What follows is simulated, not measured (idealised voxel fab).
This section sets out a process module, namely voxel wiring stack.
Displayed cross-section: cut, width of 180 nm, square cells sized 5 nm.
Throughout this document, each cross-section is represented as a grid of square cells and is presented as a sequence of bands enumerated from the top downward, where a band comprises one or more rows of cells.
For a band, the entry starts with two heights in nm, that of the top and then that of the bottom, and carries on with the band's materials in order from left to right, each alongside its width in nm; the word "edge to edge" beside a single material means it fills the band edge to edge, and "air" means empty space.
The reference from which all heights are counted is 0, the level beneath which the as-received wafer is entirely one material; the lowest band, having no lower bound, proceeds downward and is written after the example "0 nm and below".
Width: "30..40" (first number = top row, second number = bottom row, same change from row to row of cells).
"nothing was modified" for a step: no cell of the cross-section changed in that step.
Voids not open to the top, 8 cells minimum: see "Voids, sealed". Written width x height at distance; distance is from the left edge; nm.
Formally, on a step line, whatever follows the settings is a remark that the simulator itself makes on the step.
Regarding "overlay nm": on a step with a mask, it is the distance the mask lay to the right of its planned place; a negative value places it to the left.

### Steps planned for the process
1,op RECEIVE | material Si
2,op CONFORMAL_DEP | material SiO2 | thk nm 10
3,op DIRECTIONAL_DEP | material TiN | thk nm 5
4,op DIRECTIONAL_DEP | material W | thk nm 20
5,op MASKED_ETCH | tone cover | mask id METAL_1 | width nm 25 | pitch nm 45 | etch materials W | depth nm 20 | overlay nm 0
6,op MASKED_ETCH | tone cover | mask id METAL_1 | width nm 25 | pitch nm 45 | etch materials TiN | depth nm 5 | overlay nm 0
7,op FILL_DEP | material SiO2 | thk nm 5
8,op CMP | height nm 35
9,op CONFORMAL_DEP | material SiCN | thk nm 5
10,op DIRECTIONAL_DEP | material lowk | thk nm 25
11,op DIRECTIONAL_DEP | material aC | thk nm 15
12,op PATTERN | tone open | mask id METAL_2_HOLES | material resist | width nm 15 | pitch nm 45 | thk nm 30 | overlay nm 0
13,op DIRECTIONAL_ETCH | etch materials aC | depth nm 15
14,op STRIP | etch materials resist
15,op DIRECTIONAL_ETCH | etch materials lowk | depth nm 25
16,op STRIP | etch materials aC
17,op PATTERN | tone open | mask id METAL_2 | material resist | width nm 25 | pitch nm 45 | thk nm 15 | overlay nm 0
18,op DIRECTIONAL_ETCH | etch materials lowk | depth nm 15
19,op DIRECTIONAL_ETCH | etch materials SiCN | depth nm 5
20,op STRIP | etch materials resist
21,op CONFORMAL_DEP | material TiN | thk nm 5
22,op FILL_DEP | material Cu | thk nm 10
23,op CMP | height nm 65
24,op CONFORMAL_DEP | material SiCN | thk nm 5
25,op DIRECTIONAL_DEP | material SiO2 | thk nm 25
26,op MASKED_ETCH | tone open | mask id METAL_3_HOLES | width nm 15 | pitch nm 45 | etch materials SiO2 | depth nm 25 | overlay nm 0
27,op DIRECTIONAL_DEP | material aC | thk nm 15
28,op PATTERN | tone open | mask id METAL_3 | material resist | width nm 25 | pitch nm 45 | thk nm 30 | overlay nm 0
29,op DIRECTIONAL_ETCH | etch materials aC | depth nm 15
30,op STRIP | etch materials resist
31,op DIRECTIONAL_ETCH | etch materials SiO2 | depth nm 15
32,op DIRECTIONAL_ETCH | etch materials SiCN | depth nm 5
33,op STRIP | etch materials aC
34,op CONFORMAL_DEP | material TiN | thk nm 5
35,op FILL_DEP | material Cu | thk nm 5
36,op CMP | height nm 95
37,op CONFORMAL_DEP | material SiCN | thk nm 5

### Here's what the wafer looked like in cross-section when it arrived - that's after step 1
	0 nm and below: Si edge to edge
	Voids, sealed: none

### The first of the two wafers as seen in cross-section once the module was finished; processing followed the plan
	100 nm to 95 nm: SiCN edge to edge
	95 nm to 85 nm: SiO2 55 nm, then TiN 5 nm, then Cu 15 nm, then TiN 5 nm, then SiO2 20 nm, then TiN 5 nm, then Cu 15 nm, then TiN 5 nm, then SiO2 55 nm
	85 nm to 80 nm: SiO2 55 nm, then TiN 5 nm, then Cu 5 nm, then TiN 15 nm, then SiO2 20 nm, then TiN 5 nm, then Cu 5 nm, then TiN 15 nm, then SiO2 55 nm
	80 nm to 70 nm: SiO2 55 nm, then TiN 5 nm, then Cu 5 nm, then TiN 5 nm, then SiO2 30 nm, then TiN 5 nm, then Cu 5 nm, then TiN 5 nm, then SiO2 65 nm
	70 nm to 65 nm: SiCN 55 nm, then TiN 15 nm, then SiCN 30 nm, then TiN 15 nm, then SiCN 65 nm
	65 nm to 55 nm: lowk 55 nm, then TiN 5 nm, then Cu 15 nm, then TiN 5 nm, then lowk 20 nm, then TiN 5 nm, then Cu 15 nm, then TiN 5 nm, then lowk 55 nm
	55 nm to 50 nm: lowk 55 nm, then TiN 5 nm, then Cu 5 nm, then TiN 15 nm, then lowk 20 nm, then TiN 5 nm, then Cu 5 nm, then TiN 15 nm, then lowk 55 nm
	50 nm to 40 nm: lowk 55 nm, then TiN 5 nm, then Cu 5 nm, then TiN 5 nm, then lowk 30 nm, then TiN 5 nm, then Cu 5 nm, then TiN 5 nm, then lowk 65 nm
	40 nm to 35 nm: SiCN 55 nm, then TiN 15 nm, then SiCN 30 nm, then TiN 15 nm, then SiCN 65 nm
	35 nm to 15 nm: SiO2 55 nm, then W 25 nm, then SiO2 20 nm, then W 25 nm, then SiO2 55 nm
	15 nm to 10 nm: SiO2 55 nm, then TiN 25 nm, then SiO2 20 nm, then TiN 25 nm, then SiO2 55 nm
	10 nm to 0 nm: SiO2 edge to edge
	0 nm and below: Si edge to edge
	Voids, sealed: none

### Second wafer cross-section at end of module - shared start and plan with the first, one mistake in the run
	100 nm to 95 nm: SiCN edge to edge
	95 nm to 85 nm: SiO2 55 nm, then TiN 5 nm, then Cu 15 nm, then TiN 5 nm, then SiO2 20 nm, then TiN 5 nm, then Cu 15 nm, then TiN 5 nm, then SiO2 55 nm
	85 nm to 80 nm: SiO2 55 nm, then TiN 5 nm, then Cu 5 nm, then TiN 15 nm, then SiO2 20 nm, then TiN 5 nm, then Cu 5 nm, then TiN 15 nm, then SiO2 55 nm
	80 nm to 70 nm: SiO2 55 nm, then TiN 5 nm, then Cu 5 nm, then TiN 5 nm, then SiO2 30 nm, then TiN 5 nm, then Cu 5 nm, then TiN 5 nm, then SiO2 65 nm
	70 nm to 65 nm: SiCN 55 nm, then TiN 15 nm, then SiCN 30 nm, then TiN 15 nm, then SiCN 65 nm
	65 nm to 55 nm: lowk 55 nm, then TiN 5 nm, then Cu 15 nm, then TiN 5 nm, then lowk 20 nm, then TiN 5 nm, then Cu 15 nm, then TiN 5 nm, then lowk 55 nm
	55 nm to 50 nm: lowk 55 nm, then TiN 5 nm, then Cu 5 nm, then TiN 15 nm, then lowk 20 nm, then TiN 5 nm, then Cu 5 nm, then TiN 15 nm, then lowk 55 nm
	50 nm to 40 nm: lowk 55 nm, then TiN 5 nm, then Cu 5 nm, then TiN 5 nm, then lowk 30 nm, then TiN 5 nm, then Cu 5 nm, then TiN 5 nm, then lowk 65 nm
	40 nm to 35 nm: SiCN 55 nm, then TiN 15 nm, then SiCN 30 nm, then TiN 15 nm, then SiCN 65 nm
	35 nm to 15 nm: SiO2 55 nm, then W 25 nm, then SiO2 20 nm, then W 25 nm, then SiO2 55 nm
	15 nm to 10 nm: SiO2 55 nm, then TiN 35 nm, then SiO2 10 nm, then TiN 35 nm, then SiO2 45 nm
	10 nm to 0 nm: SiO2 edge to edge
	0 nm and below: Si edge to edge
	Voids, sealed: none
Run error: contrary to plan, step 6 was performed as op MASKED_ETCH | tone cover | mask id METAL_1 | width nm 25 | pitch nm 45 | etch materials TiN | depth nm 5 | overlay nm 10
The final cell counts differ between the wafers, with the second having more or fewer of some materials than the first: SiO2 -4, TiN +4
